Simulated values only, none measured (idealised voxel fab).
process module | voxel wiring stack
cross-section cut | 240 nm wide | cells 5 nm
A cross-section is a grid of square cells, given in bands from the top down. A band is one or more rows of cells.
Each band's line starts with the height of the band's top and of its bottom, in nm. Then come its materials from left to right, each with its width in nm. One material with "throughout" fills the band from edge to edge. "air" is empty space.
Height 0 is the level under which the wafer as received is all one material. The lowest band goes on downwards, as in "0 down".
A width such as "30 to 40" changes by the same amount from each row of cells to the next, from the band's top row to its bottom row.
"no change" after a step means that no cell of the cross-section changed.
closed voids: empty space of 8 cells or more with no open way to the top, each as width x height at its distance from the left edge, in nm
after a step's settings: what the simulator itself notes on the step
overlay nm, on a step with a mask: how far to the right of its planned place the mask lay; to the left if negative
plan
1 op RECEIVE | material Si
2 op CONFORMAL_DEP | material SiO2 | thk nm 15
3 op DIRECTIONAL_DEP | material TiN | thk nm 5
4 op DIRECTIONAL_DEP | material Ru | thk nm 20
5 op MASKED_ETCH | tone cover | mask id METAL_1 | width nm 25 | pitch nm 50 | etch materials Ru | depth nm 20 | overlay nm 0
6 op MASKED_ETCH | tone cover | mask id METAL_1 | width nm 25 | pitch nm 50 | etch materials TiN | depth nm 5 | overlay nm 0
7 op CONFORMAL_DEP | material SiCN | thk nm 5
8 op FILL_DEP | material lowk | thk nm 5
9 op CMP | height nm 40
10 op CONFORMAL_DEP | material SiCN | thk nm 5
11 op DIRECTIONAL_DEP | material SiO2 | thk nm 20
12 op DIRECTIONAL_DEP | material aC | thk nm 15
13 op PATTERN | tone open | mask id PLUG_1 | material resist | width nm 15 | pitch nm 100 | thk nm 30 | overlay nm 0
14 op DIRECTIONAL_ETCH | etch materials aC | depth nm 15
15 op STRIP | etch materials resist
16 op DIRECTIONAL_ETCH | etch materials SiO2 | depth nm 20
17 op DIRECTIONAL_ETCH | etch materials SiCN | depth nm 5
18 op STRIP | etch materials aC
19 op CONFORMAL_DEP | material TiN | thk nm 5
20 op FILL_DEP | material Cu | thk nm 5
21 op CMP | height nm 65
22 op DIRECTIONAL_DEP | material TiN | thk nm 5
23 op DIRECTIONAL_DEP | material Ru | thk nm 20
24 op MASKED_ETCH | tone cover | mask id METAL_2 | width nm 25 | pitch nm 50 | etch materials Ru | depth nm 20 | overlay nm 0
25 op MASKED_ETCH | tone cover | mask id METAL_2 | width nm 25 | pitch nm 50 | etch materials TiN | depth nm 5 | overlay nm 0
26 op CONFORMAL_DEP | material SiCN | thk nm 5
27 op FILL_DEP | material lowk | thk nm 10
28 op CMP | height nm 90
29 op CONFORMAL_DEP | material SiCN | thk nm 5
30 op DIRECTIONAL_DEP | material lowk | thk nm 30
31 op DIRECTIONAL_DEP | material aC | thk nm 15
32 op PATTERN | tone open | mask id METAL_3 | material resist | width nm 25 | pitch nm 50 | thk nm 35 | overlay nm 0
33 op DIRECTIONAL_ETCH | etch materials aC | depth nm 15
34 op STRIP | etch materials resist
35 op DIRECTIONAL_ETCH | etch materials lowk | depth nm 20
36 op STRIP | etch materials aC
37 op MASKED_ETCH | tone open | mask id METAL_3_HOLES | width nm 15 | pitch nm 100 | etch materials lowk | depth nm 10 | overlay nm 0
38 op MASKED_ETCH | tone open | mask id METAL_3_HOLES | width nm 15 | pitch nm 100 | etch materials SiCN | depth nm 5 | overlay nm 0
39 op CONFORMAL_DEP | material TiN | thk nm 5
40 op FILL_DEP | material Cu | thk nm 5
41 op CMP | height nm 125
42 op CONFORMAL_DEP | material SiCN | thk nm 5
first wafer, as planned
as received, after step 1
  0 down: Si throughout
  closed voids: none
after step 2
  15 to 0: SiO2 throughout
  below 0: unchanged
after step 3
  20 to 15: TiN throughout
  below 15: unchanged
after step 4
  40 to 20: Ru throughout
  below 20: unchanged
after step 5
  40 to 20: air 55 | Ru 25 | air 25 | Ru 25 | air 25 | Ru 25 | air 60
  below 20: unchanged
after step 6
  40 to 20: air 55 | Ru 25 | air 25 | Ru 25 | air 25 | Ru 25 | air 60
  20 to 15: air 55 | TiN 25 | air 25 | TiN 25 | air 25 | TiN 25 | air 60
  below 15: unchanged
after step 7
  45 to 40: air 50 | SiCN 35 | air 15 | SiCN 35 | air 15 | SiCN 35 | air 55
  40 to 20: air 50 | SiCN 5 | Ru 25 | SiCN 5 | air 15 | SiCN 5 | Ru 25 | SiCN 5 | air 15 | SiCN 5 | Ru 25 | SiCN 5 | air 55
  20 to 15: SiCN 55 | TiN 25 | SiCN 25 | TiN 25 | SiCN 25 | TiN 25 | SiCN 60
  below 15: unchanged
after step 8
  50 to 45: lowk throughout
  45 to 40: lowk 50 | SiCN 35 | lowk 15 | SiCN 35 | lowk 15 | SiCN 35 | lowk 55
  40 to 20: lowk 50 | SiCN 5 | Ru 25 | SiCN 5 | lowk 15 | SiCN 5 | Ru 25 | SiCN 5 | lowk 15 | SiCN 5 | Ru 25 | SiCN 5 | lowk 55
  below 20: unchanged
after step 9
  40 to 20: lowk 50 | SiCN 5 | Ru 25 | SiCN 5 | lowk 15 | SiCN 5 | Ru 25 | SiCN 5 | lowk 15 | SiCN 5 | Ru 25 | SiCN 5 | lowk 55
  below 20: unchanged
after step 10
  45 to 40: SiCN throughout
  below 40: unchanged
after step 11
  65 to 45: SiO2 throughout
  below 45: unchanged
after step 12
  80 to 65: aC throughout
  below 65: unchanged
after step 13
  110 to 80: resist 55 | air 15 | resist 85 | air 15 | resist 70
  below 80: unchanged
after step 14
  95 to 80: resist 55 | air 15 | resist 85 | air 15 | resist 70
  80 to 65: aC 55 | air 15 | aC 85 | air 15 | aC 70
  below 65: unchanged
after step 15
  80 to 65: aC 55 | air 15 | aC 85 | air 15 | aC 70
  below 65: unchanged
after step 16
  80 to 65: aC 55 | air 15 | aC 85 | air 15 | aC 70
  65 to 45: SiO2 55 | air 15 | SiO2 85 | air 15 | SiO2 70
  below 45: unchanged
after step 17
  80 to 65: aC 55 | air 15 | aC 85 | air 15 | aC 70
  65 to 45: SiO2 55 | air 15 | SiO2 85 | air 15 | SiO2 70
  45 to 40: SiCN 55 | air 15 | SiCN 85 | air 15 | SiCN 70
  below 40: unchanged
after step 18
  65 to 45: SiO2 55 | air 15 | SiO2 85 | air 15 | SiO2 70
  below 45: unchanged
after step 19
  70 to 65: TiN 60 | air 5 | TiN 95 | air 5 | TiN 75
  65 to 45: SiO2 55 | TiN 5 | air 5 | TiN 5 | SiO2 85 | TiN 5 | air 5 | TiN 5 | SiO2 70
  45 to 40: SiCN 55 | TiN 15 | SiCN 85 | TiN 15 | SiCN 70
  below 40: unchanged
after step 20
  75 to 70: Cu throughout
  70 to 65: TiN 60 | Cu 5 | TiN 95 | Cu 5 | TiN 75
  65 to 45: SiO2 55 | TiN 5 | Cu 5 | TiN 5 | SiO2 85 | TiN 5 | Cu 5 | TiN 5 | SiO2 70
  below 45: unchanged
after step 21
  65 to 45: SiO2 55 | TiN 5 | Cu 5 | TiN 5 | SiO2 85 | TiN 5 | Cu 5 | TiN 5 | SiO2 70
  below 45: unchanged
after step 22
  70 to 65: TiN throughout
  below 65: unchanged
after step 23
  90 to 70: Ru throughout
  below 70: unchanged
after step 24
  90 to 70: air 55 | Ru 25 | air 25 | Ru 25 | air 25 | Ru 25 | air 60
  below 70: unchanged
after step 25
  90 to 70: air 55 | Ru 25 | air 25 | Ru 25 | air 25 | Ru 25 | air 60
  70 to 65: air 55 | TiN 25 | air 25 | TiN 25 | air 25 | TiN 25 | air 60
  below 65: unchanged
after step 26
  95 to 90: air 50 | SiCN 35 | air 15 | SiCN 35 | air 15 | SiCN 35 | air 55
  90 to 70: air 50 | SiCN 5 | Ru 25 | SiCN 5 | air 15 | SiCN 5 | Ru 25 | SiCN 5 | air 15 | SiCN 5 | Ru 25 | SiCN 5 | air 55
  70 to 65: SiCN 55 | TiN 25 | SiCN 25 | TiN 25 | SiCN 25 | TiN 25 | SiCN 60
  below 65: unchanged
after step 27
  105 to 95: lowk throughout
  95 to 90: lowk 50 | SiCN 35 | lowk 15 | SiCN 35 | lowk 15 | SiCN 35 | lowk 55
  90 to 70: lowk 50 | SiCN 5 | Ru 25 | SiCN 5 | lowk 15 | SiCN 5 | Ru 25 | SiCN 5 | lowk 15 | SiCN 5 | Ru 25 | SiCN 5 | lowk 55
  below 70: unchanged
after step 28
  90 to 70: lowk 50 | SiCN 5 | Ru 25 | SiCN 5 | lowk 15 | SiCN 5 | Ru 25 | SiCN 5 | lowk 15 | SiCN 5 | Ru 25 | SiCN 5 | lowk 55
  below 70: unchanged
after step 29
  95 to 90: SiCN throughout
  below 90: unchanged
after step 30
  125 to 95: lowk throughout
  below 95: unchanged
after step 31
  140 to 125: aC throughout
  below 125: unchanged
after step 32
  175 to 140: resist 55 | air 25 | resist 25 | air 25 | resist 25 | air 25 | resist 60
  below 140: unchanged
after step 33
  160 to 140: resist 55 | air 25 | resist 25 | air 25 | resist 25 | air 25 | resist 60
  140 to 125: aC 55 | air 25 | aC 25 | air 25 | aC 25 | air 25 | aC 60
  below 125: unchanged
after step 34
  140 to 125: aC 55 | air 25 | aC 25 | air 25 | aC 25 | air 25 | aC 60
  below 125: unchanged
after step 35
  140 to 125: aC 55 | air 25 | aC 25 | air 25 | aC 25 | air 25 | aC 60
  125 to 105: lowk 55 | air 25 | lowk 25 | air 25 | lowk 25 | air 25 | lowk 60
  below 105: unchanged
after step 36
  125 to 105: lowk 55 | air 25 | lowk 25 | air 25 | lowk 25 | air 25 | lowk 60
  below 105: unchanged
after step 37
  125 to 105: lowk 55 | air 25 | lowk 25 | air 25 | lowk 25 | air 25 | lowk 60
  105 to 95: lowk 55 | air 15 | lowk 85 | air 15 | lowk 70
  below 95: unchanged
after step 38
  125 to 105: lowk 55 | air 25 | lowk 25 | air 25 | lowk 25 | air 25 | lowk 60
  105 to 95: lowk 55 | air 15 | lowk 85 | air 15 | lowk 70
  95 to 90: SiCN 55 | air 15 | SiCN 85 | air 15 | SiCN 70
  below 90: unchanged
after step 39
  130 to 125: TiN 60 | air 15 | TiN 35 | air 15 | TiN 35 | air 15 | TiN 65
  125 to 110: lowk 55 | TiN 5 | air 15 | TiN 5 | lowk 25 | TiN 5 | air 15 | TiN 5 | lowk 25 | TiN 5 | air 15 | TiN 5 | lowk 60
  110 to 105: lowk 55 | TiN 5 | air 5 | TiN 15 | lowk 25 | TiN 25 | lowk 25 | TiN 5 | air 5 | TiN 15 | lowk 60
  105 to 95: lowk 55 | TiN 5 | air 5 | TiN 5 | lowk 85 | TiN 5 | air 5 | TiN 5 | lowk 70
  95 to 90: SiCN 55 | TiN 15 | SiCN 85 | TiN 15 | SiCN 70
  below 90: unchanged
after step 40
  135 to 130: Cu throughout
  130 to 125: TiN 60 | Cu 15 | TiN 35 | Cu 15 | TiN 35 | Cu 15 | TiN 65
  125 to 110: lowk 55 | TiN 5 | Cu 15 | TiN 5 | lowk 25 | TiN 5 | Cu 15 | TiN 5 | lowk 25 | TiN 5 | Cu 15 | TiN 5 | lowk 60
  110 to 105: lowk 55 | TiN 5 | Cu 5 | TiN 15 | lowk 25 | TiN 25 | lowk 25 | TiN 5 | Cu 5 | TiN 15 | lowk 60
  105 to 95: lowk 55 | TiN 5 | Cu 5 | TiN 5 | lowk 85 | TiN 5 | Cu 5 | TiN 5 | lowk 70
  below 95: unchanged
after step 41
  125 to 110: lowk 55 | TiN 5 | Cu 15 | TiN 5 | lowk 25 | TiN 5 | Cu 15 | TiN 5 | lowk 25 | TiN 5 | Cu 15 | TiN 5 | lowk 60
  below 110: unchanged
after step 42
  130 to 125: SiCN throughout
  below 125: unchanged
second wafer: like start, like plan, one mistake. Through step 24 it matches the first wafer
when step 25 should have ended
  90 to 70: air 55 | Ru 25 | air 25 | Ru 25 | air 25 | Ru 25 | air 60
  70 to 65: air 50 | TiN 30 | air 20 | TiN 30 | air 20 | TiN 30 | air 60
  below 65: unchanged
when step 26 should have ended
  95 to 90: air 50 | SiCN 35 | air 15 | SiCN 35 | air 15 | SiCN 35 | air 55
  90 to 75: air 50 | SiCN 5 | Ru 25 | SiCN 5 | air 15 | SiCN 5 | Ru 25 | SiCN 5 | air 15 | SiCN 5 | Ru 25 | SiCN 5 | air 55
  75 to 70: air 45 | SiCN 10 | Ru 25 | SiCN 5 | air 10 | SiCN 10 | Ru 25 | SiCN 5 | air 10 | SiCN 10 | Ru 25 | SiCN 5 | air 55
  70 to 65: SiCN 50 | TiN 30 | SiCN 20 | TiN 30 | SiCN 20 | TiN 30 | SiCN 60
  below 65: unchanged
when step 27 should have ended
  105 to 95: lowk throughout
  95 to 90: lowk 50 | SiCN 35 | lowk 15 | SiCN 35 | lowk 15 | SiCN 35 | lowk 55
  90 to 75: lowk 50 | SiCN 5 | Ru 25 | SiCN 5 | lowk 15 | SiCN 5 | Ru 25 | SiCN 5 | lowk 15 | SiCN 5 | Ru 25 | SiCN 5 | lowk 55
  75 to 70: lowk 45 | SiCN 10 | Ru 25 | SiCN 5 | lowk 10 | SiCN 10 | Ru 25 | SiCN 5 | lowk 10 | SiCN 10 | Ru 25 | SiCN 5 | lowk 55
  below 70: unchanged
when step 28 should have ended
  90 to 75: lowk 50 | SiCN 5 | Ru 25 | SiCN 5 | lowk 15 | SiCN 5 | Ru 25 | SiCN 5 | lowk 15 | SiCN 5 | Ru 25 | SiCN 5 | lowk 55
  below 75: unchanged
when step 29 should have ended
  95 to 90: SiCN throughout
  below 90: unchanged
when step 30 should have ended
  125 to 95: lowk throughout
  below 95: unchanged
when step 31 should have ended
  140 to 125: aC throughout
  below 125: unchanged
when step 32 should have ended
  175 to 140: resist 55 | air 25 | resist 25 | air 25 | resist 25 | air 25 | resist 60
  below 140: unchanged
when step 33 should have ended
  160 to 140: resist 55 | air 25 | resist 25 | air 25 | resist 25 | air 25 | resist 60
  140 to 125: aC 55 | air 25 | aC 25 | air 25 | aC 25 | air 25 | aC 60
  below 125: unchanged
when step 34 should have ended
  140 to 125: aC 55 | air 25 | aC 25 | air 25 | aC 25 | air 25 | aC 60
  below 125: unchanged
when step 35 should have ended
  140 to 125: aC 55 | air 25 | aC 25 | air 25 | aC 25 | air 25 | aC 60
  125 to 105: lowk 55 | air 25 | lowk 25 | air 25 | lowk 25 | air 25 | lowk 60
  below 105: unchanged
when step 36 should have ended
  125 to 105: lowk 55 | air 25 | lowk 25 | air 25 | lowk 25 | air 25 | lowk 60
  below 105: unchanged
when step 37 should have ended
  125 to 105: lowk 55 | air 25 | lowk 25 | air 25 | lowk 25 | air 25 | lowk 60
  105 to 95: lowk 55 | air 15 | lowk 85 | air 15 | lowk 70
  below 95: unchanged
when step 38 should have ended
  125 to 105: lowk 55 | air 25 | lowk 25 | air 25 | lowk 25 | air 25 | lowk 60
  105 to 95: lowk 55 | air 15 | lowk 85 | air 15 | lowk 70
  95 to 90: SiCN 55 | air 15 | SiCN 85 | air 15 | SiCN 70
  below 90: unchanged
when step 39 should have ended
  130 to 125: TiN 60 | air 15 | TiN 35 | air 15 | TiN 35 | air 15 | TiN 65
  125 to 110: lowk 55 | TiN 5 | air 15 | TiN 5 | lowk 25 | TiN 5 | air 15 | TiN 5 | lowk 25 | TiN 5 | air 15 | TiN 5 | lowk 60
  110 to 105: lowk 55 | TiN 5 | air 5 | TiN 15 | lowk 25 | TiN 25 | lowk 25 | TiN 5 | air 5 | TiN 15 | lowk 60
  105 to 95: lowk 55 | TiN 5 | air 5 | TiN 5 | lowk 85 | TiN 5 | air 5 | TiN 5 | lowk 70
  95 to 90: SiCN 55 | TiN 15 | SiCN 85 | TiN 15 | SiCN 70
  below 90: unchanged
when step 40 should have ended
  135 to 130: Cu throughout
  130 to 125: TiN 60 | Cu 15 | TiN 35 | Cu 15 | TiN 35 | Cu 15 | TiN 65
  125 to 110: lowk 55 | TiN 5 | Cu 15 | TiN 5 | lowk 25 | TiN 5 | Cu 15 | TiN 5 | lowk 25 | TiN 5 | Cu 15 | TiN 5 | lowk 60
  110 to 105: lowk 55 | TiN 5 | Cu 5 | TiN 15 | lowk 25 | TiN 25 | lowk 25 | TiN 5 | Cu 5 | TiN 15 | lowk 60
  105 to 95: lowk 55 | TiN 5 | Cu 5 | TiN 5 | lowk 85 | TiN 5 | Cu 5 | TiN 5 | lowk 70
  below 95: unchanged
when step 41 should have ended
  125 to 110: lowk 55 | TiN 5 | Cu 15 | TiN 5 | lowk 25 | TiN 5 | Cu 15 | TiN 5 | lowk 25 | TiN 5 | Cu 15 | TiN 5 | lowk 60
  below 110: unchanged
when step 42 should have ended
  130 to 125: SiCN throughout
  below 125: unchanged
what went wrong: step 25 ran as: op MASKED_ETCH | tone cover | mask id METAL_2 | width nm 25 | pitch nm 50 | etch materials TiN | depth nm 5 | overlay nm -5
at the end the second wafer has, in cells: 3 more of TiN | 3 fewer of lowk
